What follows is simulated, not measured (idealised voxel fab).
The process module that follows is named voxel ribs on slabs.
The width of the displayed cross-section, cut, is 220 nm; its cells are square, with a size of 5 nm.
If you're reading a cross-section in this doc, picture square cells in a grid; it comes to you as bands, top ones listed first down to the bottom, and a band can be one or more rows of cells. In this notation a band is specified by the heights of its top and bottom, in that order and in nm, after which its materials appear from left to right, each paired with its width in nm. The word "edge to edge" attached to a single material means that material fills the band from edge to edge; the word "empty" stands for empty space. Heights are reckoned from 0. Under this level, the received wafer is all of one material. The bottommost band is open-ended downward, for example "top 0, no bottom". The two numbers in a width such as "30..40" mark its ends across the band: the first belongs to the top row of cells, the second to the bottom row, and from each row to the next the width moves by the same amount. Given "nothing altered" for a step, no cell of the cross-section differs between before and after that step. Closed-off voids of 8+ cells (no open route to the top) go in "Sealed voids", written width x height at distance from the left edge, in nm. What comes after the settings on a step's line is commentary from the simulator itself on that step. You can add "overlay nm" to a step's line. For a step with a mask, it describes how far the mask lay to the right of its planned position, and a negative number describes a lay to the left.

So here's the lineup of process steps we planned:
1) RECEIVE [material Si]
2) DIRECTIONAL_DEP [material SiO2] [thk nm 20]
3) DIRECTIONAL_DEP [material SiN] [thk nm 15]
4) PATTERN [tone cover] [mask id RIB] [material resist] [width nm 20] [thk nm 15] [overlay nm 0]
5) DIRECTIONAL_ETCH [etch materials SiN] [depth nm 10]
6) STRIP [etch materials resist]
7) PATTERN [tone cover] [mask id SLAB] [material resist] [width nm 60] [thk nm 20] [overlay nm 0]
8) DIRECTIONAL_ETCH [etch materials SiN] [depth nm 5]
9) STRIP [etch materials resist]
10) FILL_DEP [material SiO2] [thk nm 20]
11) CMP [height nm 45]
12) DIRECTIONAL_DEP [material W] [thk nm 5]
13) PATTERN [tone cover] [mask id HEATER] [material resist] [width nm 30] [thk nm 20] [overlay nm 0]
14) DIRECTIONAL_ETCH [etch materials W] [depth nm 5]
15) STRIP [etch materials resist]
16) CONFORMAL_DEP [material SiN] [thk nm 10]

The first of two wafers, run as planned:

As received (post step 1): cross-section:
* top 0, no bottom: Si edge to edge
* Sealed voids: none

Cross-section of the wafer subsequent to step 2:
* top 20, bottom 0: SiO2 edge to edge
* below 0: unchanged

Cross-section of the wafer subsequent to step 3:
* top 35, bottom 20: SiN edge to edge
* below 20: unchanged

Cross-section of the wafer subsequent to step 4:
* top 50, bottom 35: empty=100, resist=20, empty=100
* below 35: unchanged

Cross-section of the wafer subsequent to step 5:
* top 50, bottom 35: empty=100, resist=20, empty=100
* top 35, bottom 25: empty=100, SiN=20, empty=100
* below 25: unchanged

Cross-section of the wafer subsequent to step 6:
* top 35, bottom 25: empty=100, SiN=20, empty=100
* below 25: unchanged

Cross-section of the wafer subsequent to step 7:
* top 55, bottom 35: empty=80, resist=60, empty=80
* top 35, bottom 25: empty=80, resist=20, SiN=20, resist=20, empty=80
* below 25: unchanged

Cross-section of the wafer subsequent to step 8:
* top 55, bottom 35: empty=80, resist=60, empty=80
* top 35, bottom 25: empty=80, resist=20, SiN=20, resist=20, empty=80
* top 25, bottom 20: empty=80, SiN=60, empty=80
* below 20: unchanged

Cross-section of the wafer subsequent to step 9:
* top 35, bottom 25: empty=100, SiN=20, empty=100
* below 25: unchanged

Cross-section of the wafer subsequent to step 10:
* top 55, bottom 35: SiO2 edge to edge
* top 35, bottom 25: SiO2=100, SiN=20, SiO2=100
* top 25, bottom 20: SiO2=80, SiN=60, SiO2=80
* below 20: unchanged

Cross-section of the wafer subsequent to step 11:
* top 45, bottom 35: SiO2 edge to edge
* below 35: unchanged

Cross-section of the wafer subsequent to step 12:
* top 50, bottom 45: W edge to edge
* below 45: unchanged

Cross-section of the wafer subsequent to step 13:
* top 70, bottom 50: empty=95, resist=30, empty=95
* below 50: unchanged

Cross-section of the wafer subsequent to step 14:
* top 70, bottom 50: empty=95, resist=30, empty=95
* top 50, bottom 45: empty=95, W=30, empty=95
* below 45: unchanged

Cross-section of the wafer subsequent to step 15:
* top 50, bottom 45: empty=95, W=30, empty=95
* below 45: unchanged

Cross-section of the wafer subsequent to step 16:
* top 60, bottom 55: empty=85, SiN=50, empty=85
* top 55, bottom 50: SiN edge to edge
* top 50, bottom 45: SiN=95, W=30, SiN=95
* below 45: unchanged

The remaining wafer, second of the two, started like the first and was run to the same plan, except that one mistake was made along the way; the two coincide through step 15, inclusive:

Second wafer, sectioned view, at step 16's planned end time: nothing altered
What went wrong in running the wafer? no execution of plan step 16; skipped
Cell-count delta at end, second wafer over first, by material: 92 fewer of SiN
